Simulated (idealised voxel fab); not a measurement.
Process module in this document: voxel capacitor over wiring
Cross-sectional view cut (width: 300 nm; square cell size: 5 nm).
Reading order for cross-sections: top band down to bottom band. Underlying form: a grid of square cells. Band size: one or more rows of cells. Look at the band entry: it leads with the top's height and the bottom's height in nm. Then it lists the materials left to right, with a width in nm for each. The word "throughout" on a single material says that material fills the band edge to edge. The word "blank" is empty space. Measure heights from 0. That's the level where, below it, the as-received wafer is all one material. The lowest band is bottomless and extends downward; write it as in "0 -> down". So if you see something like "30 to 40" for the width, read it as the top row of the band sitting at the first number and the bottom row at the second, with every row in between moving by the same amount as the last. Reading "nothing changed" for a step: not a cell of the cross-section changed in it. Heads up: "Voids, sealed" only lists the empty pockets with no open path to the top that are 8 cells or more, and it writes them as width x height at distance, distance from the left edge, in nm. It should be noted that, on the line of a given step, the content following the step's settings is a remark produced by the simulator itself with respect to that step. The setting "overlay nm" may be written on the line of a step. When the step uses a mask, the value reports how far to the right of the planned place the mask lay, and a negative value reports that it lay to the left.

# Planned process steps
step 1: RECEIVE, material Si
step 2: CONFORMAL_DEP, material SiO2, thk nm 10
step 3: CONFORMAL_DEP, material SiN, thk nm 5
step 4: DIRECTIONAL_DEP, material SiO2, thk nm 15
step 5: PATTERN, tone open, mask id METAL_1, material resist, width nm 25, pitch nm 90, thk nm 20, overlay nm 0
step 6: DIRECTIONAL_ETCH, etch materials SiO2, depth nm 15
step 7: DIRECTIONAL_ETCH, etch materials SiN, depth nm 5
step 8: STRIP, etch materials resist
step 9: CONFORMAL_DEP, material TiN, thk nm 5
step 10: FILL_DEP, material Cu, thk nm 5
step 11: CMP, height nm 30
step 12: CONFORMAL_DEP, material SiCN, thk nm 5
step 13: DIRECTIONAL_DEP, material lowk, thk nm 10
step 14: MASKED_ETCH, tone open, mask id PLUG_1, width nm 15, etch materials lowk, depth nm 10, overlay nm 0
step 15: MASKED_ETCH, tone open, mask id PLUG_1, width nm 15, etch materials SiCN, depth nm 5, overlay nm 0
step 16: EPI, material Ru, thk nm 10
step 17: EPI, material Ru, thk nm 5
step 18: DIRECTIONAL_DEP, material TiN, thk nm 5
step 19: DIRECTIONAL_DEP, material HfO2, thk nm 5
step 20: DIRECTIONAL_DEP, material TiN, thk nm 5
step 21: PATTERN, tone cover, mask id UPPER_PLATE, material resist, width nm 70, thk nm 15, overlay nm 0
step 22: DIRECTIONAL_ETCH, etch materials TiN, depth nm 5
step 23: DIRECTIONAL_ETCH, etch materials HfO2, depth nm 5
step 24: STRIP, etch materials resist
step 25: MASKED_ETCH, tone cover, mask id LOWER_PLATE, width nm 80, etch materials TiN, depth nm 5, overlay nm 0
step 26: FILL_DEP, material SiO2, thk nm 20
step 27: CMP, height nm 75
step 28: MASKED_ETCH, tone open, mask id PLUG_2, width nm 15, etch materials SiO2, depth nm 15, overlay nm 0
step 29: CONFORMAL_DEP, material TiN, thk nm 5
step 30: FILL_DEP, material Cu, thk nm 5
step 31: CMP, height nm 75
step 32: CONFORMAL_DEP, material SiN, thk nm 5

# Account of the first of two wafers, which was processed as intended

# Wafer as received: cross-section following step 1
  0 -> down: Si throughout
  Voids, sealed: none

# Sectional view: wafer, after step 2
  10 -> 0: SiO2 throughout
  Note: structure below 0 unchanged.

# Sectional view: wafer, after step 3
  15 -> 10: SiN throughout
  Note: structure below 10 unchanged.

# Sectional view: wafer, after step 4
  30 -> 15: SiO2 throughout
  Note: structure below 15 unchanged.

# Sectional view: wafer, after step 5
  50 -> 30: resist (90) / blank (25) / resist (65) / blank (25) / resist (95)
  Note: structure below 30 unchanged.

# Sectional view: wafer, after step 6
  50 -> 30: resist (90) / blank (25) / resist (65) / blank (25) / resist (95)
  30 -> 15: SiO2 (90) / blank (25) / SiO2 (65) / blank (25) / SiO2 (95)
  Note: structure below 15 unchanged.

# Sectional view: wafer, after step 7
  50 -> 30: resist (90) / blank (25) / resist (65) / blank (25) / resist (95)
  30 -> 15: SiO2 (90) / blank (25) / SiO2 (65) / blank (25) / SiO2 (95)
  15 -> 10: SiN (90) / blank (25) / SiN (65) / blank (25) / SiN (95)
  Note: structure below 10 unchanged.

# Sectional view: wafer, after step 8
  30 -> 15: SiO2 (90) / blank (25) / SiO2 (65) / blank (25) / SiO2 (95)
  Note: structure below 15 unchanged.

# Sectional view: wafer, after step 9
  35 -> 30: TiN (95) / blank (15) / TiN (75) / blank (15) / TiN (100)
  30 -> 15: SiO2 (90) / TiN (5) / blank (15) / TiN (5) / SiO2 (65) / TiN (5) / blank (15) / TiN (5) / SiO2 (95)
  15 -> 10: SiN (90) / TiN (25) / SiN (65) / TiN (25) / SiN (95)
  Note: structure below 10 unchanged.

# Sectional view: wafer, after step 10
  40 -> 35: Cu throughout
  35 -> 30: TiN (95) / Cu (15) / TiN (75) / Cu (15) / TiN (100)
  30 -> 15: SiO2 (90) / TiN (5) / Cu (15) / TiN (5) / SiO2 (65) / TiN (5) / Cu (15) / TiN (5) / SiO2 (95)
  Note: structure below 15 unchanged.

# Sectional view: wafer, after step 11
  30 -> 15: SiO2 (90) / TiN (5) / Cu (15) / TiN (5) / SiO2 (65) / TiN (5) / Cu (15) / TiN (5) / SiO2 (95)
  Note: structure below 15 unchanged.

# Sectional view: wafer, after step 12
  35 -> 30: SiCN throughout
  Note: structure below 30 unchanged.

# Sectional view: wafer, after step 13
  45 -> 35: lowk throughout
  Note: structure below 35 unchanged.

# Sectional view: wafer, after step 14
  45 -> 35: lowk (100) / blank (15) / lowk (185)
  Note: structure below 35 unchanged.

# Sectional view: wafer, after step 15
  45 -> 35: lowk (100) / blank (15) / lowk (185)
  35 -> 30: SiCN (100) / blank (15) / SiCN (185)
  Note: structure below 30 unchanged.

# Sectional view: wafer, after step 16
  45 -> 40: lowk (100) / blank (15) / lowk (185)
  40 -> 35: lowk (100) / Ru (15) / lowk (185)
  35 -> 30: SiCN (100) / Ru (15) / SiCN (185)
  Note: structure below 30 unchanged.

# Sectional view: wafer, after step 17
  45 -> 35: lowk (100) / Ru (15) / lowk (185)
  Note: structure below 35 unchanged.

# Sectional view: wafer, after step 18
  50 -> 45: TiN throughout
  Note: structure below 45 unchanged.

# Sectional view: wafer, after step 19
  55 -> 50: HfO2 throughout
  Note: structure below 50 unchanged.

# Sectional view: wafer, after step 20
  60 -> 55: TiN throughout
  Note: structure below 55 unchanged.

# Sectional view: wafer, after step 21
  75 -> 60: blank (100) / resist (70) / blank (130)
  Note: structure below 60 unchanged.

# Sectional view: wafer, after step 22
  75 -> 60: blank (100) / resist (70) / blank (130)
  60 -> 55: blank (100) / TiN (70) / blank (130)
  Note: structure below 55 unchanged.

# Sectional view: wafer, after step 23
  75 -> 60: blank (100) / resist (70) / blank (130)
  60 -> 55: blank (100) / TiN (70) / blank (130)
  55 -> 50: blank (100) / HfO2 (70) / blank (130)
  Note: structure below 50 unchanged.

# Sectional view: wafer, after step 24
  60 -> 55: blank (100) / TiN (70) / blank (130)
  Note: structure below 55 unchanged.

# Sectional view: wafer, after step 25
  60 -> 55: blank (100) / TiN (70) / blank (130)
  55 -> 50: blank (100) / HfO2 (70) / blank (130)
  50 -> 45: blank (95) / TiN (80) / blank (125)
  Note: structure below 45 unchanged.

# Sectional view: wafer, after step 26
  80 -> 60: SiO2 throughout
  60 -> 55: SiO2 (100) / TiN (70) / SiO2 (130)
  55 -> 50: SiO2 (100) / HfO2 (70) / SiO2 (130)
  50 -> 45: SiO2 (95) / TiN (80) / SiO2 (125)
  Note: structure below 45 unchanged.

# Sectional view: wafer, after step 27
  75 -> 60: SiO2 throughout
  Note: structure below 60 unchanged.

# Sectional view: wafer, after step 28
  75 -> 60: SiO2 (110) / blank (15) / SiO2 (175)
  Note: structure below 60 unchanged.

# Sectional view: wafer, after step 29
  80 -> 75: TiN (115) / blank (5) / TiN (180)
  75 -> 65: SiO2 (110) / TiN (5) / blank (5) / TiN (5) / SiO2 (175)
  65 -> 55: SiO2 (110 to 100) / TiN (15 to 70) / SiO2 (175 to 130)
  Note: structure below 55 unchanged.

# Sectional view: wafer, after step 30
  85 -> 80: Cu throughout
  80 -> 75: TiN (115) / Cu (5) / TiN (180)
  75 -> 65: SiO2 (110) / TiN (5) / Cu (5) / TiN (5) / SiO2 (175)
  Note: structure below 65 unchanged.

# Sectional view: wafer, after step 31
  75 -> 65: SiO2 (110) / TiN (5) / Cu (5) / TiN (5) / SiO2 (175)
  Note: structure below 65 unchanged.

# Sectional view: wafer, after step 32
  80 -> 75: SiN throughout
  Note: structure below 75 unchanged.

# Second of two: same start, same plan, one run error; steps up to and including 24 match the first

# Second wafer cross-section, taken as of the time the plan sets for step 25 to be done
  60 -> 55: blank (100) / TiN (70) / blank (130)
  55 -> 50: blank (100) / HfO2 (70) / blank (130)
  50 -> 45: blank (100) / TiN (80) / blank (120)
  Note: structure below 45 unchanged.

# Second wafer cross-section, taken as of the time the plan sets for step 26 to be done
  80 -> 60: SiO2 throughout
  60 -> 55: SiO2 (100) / TiN (70) / SiO2 (130)
  55 -> 50: SiO2 (100) / HfO2 (70) / SiO2 (130)
  50 -> 45: SiO2 (100) / TiN (80) / SiO2 (120)
  Note: structure below 45 unchanged.

# Second wafer cross-section, taken as of the time the plan sets for step 27 to be done
  75 -> 60: SiO2 throughout
  Note: structure below 60 unchanged.

# Second wafer cross-section, taken as of the time the plan sets for step 28 to be done
  75 -> 60: SiO2 (110) / blank (15) / SiO2 (175)
  Note: structure below 60 unchanged.

# Second wafer cross-section, taken as of the time the plan sets for step 29 to be done
  80 -> 75: TiN (115) / blank (5) / TiN (180)
  75 -> 65: SiO2 (110) / TiN (5) / blank (5) / TiN (5) / SiO2 (175)
  65 -> 55: SiO2 (110 to 100) / TiN (15 to 70) / SiO2 (175 to 130)
  Note: structure below 55 unchanged.

# Second wafer cross-section, taken as of the time the plan sets for step 30 to be done
  85 -> 80: Cu throughout
  80 -> 75: TiN (115) / Cu (5) / TiN (180)
  75 -> 65: SiO2 (110) / TiN (5) / Cu (5) / TiN (5) / SiO2 (175)
  Note: structure below 65 unchanged.

# Second wafer cross-section, taken as of the time the plan sets for step 31 to be done
  75 -> 65: SiO2 (110) / TiN (5) / Cu (5) / TiN (5) / SiO2 (175)
  Note: structure below 65 unchanged.

# Second wafer cross-section, taken as of the time the plan sets for step 32 to be done
  80 -> 75: SiN throughout
  Note: structure below 75 unchanged.
Where did the run depart from the plan? not per plan at step 25, really ran MASKED_ETCH, tone cover, mask id LOWER_PLATE, width nm 80, etch materials TiN, depth nm 5, overlay nm 5
If you tally the cells, the second wafer ends up with the same amount of every material as the first; it's all just sitting in different places.
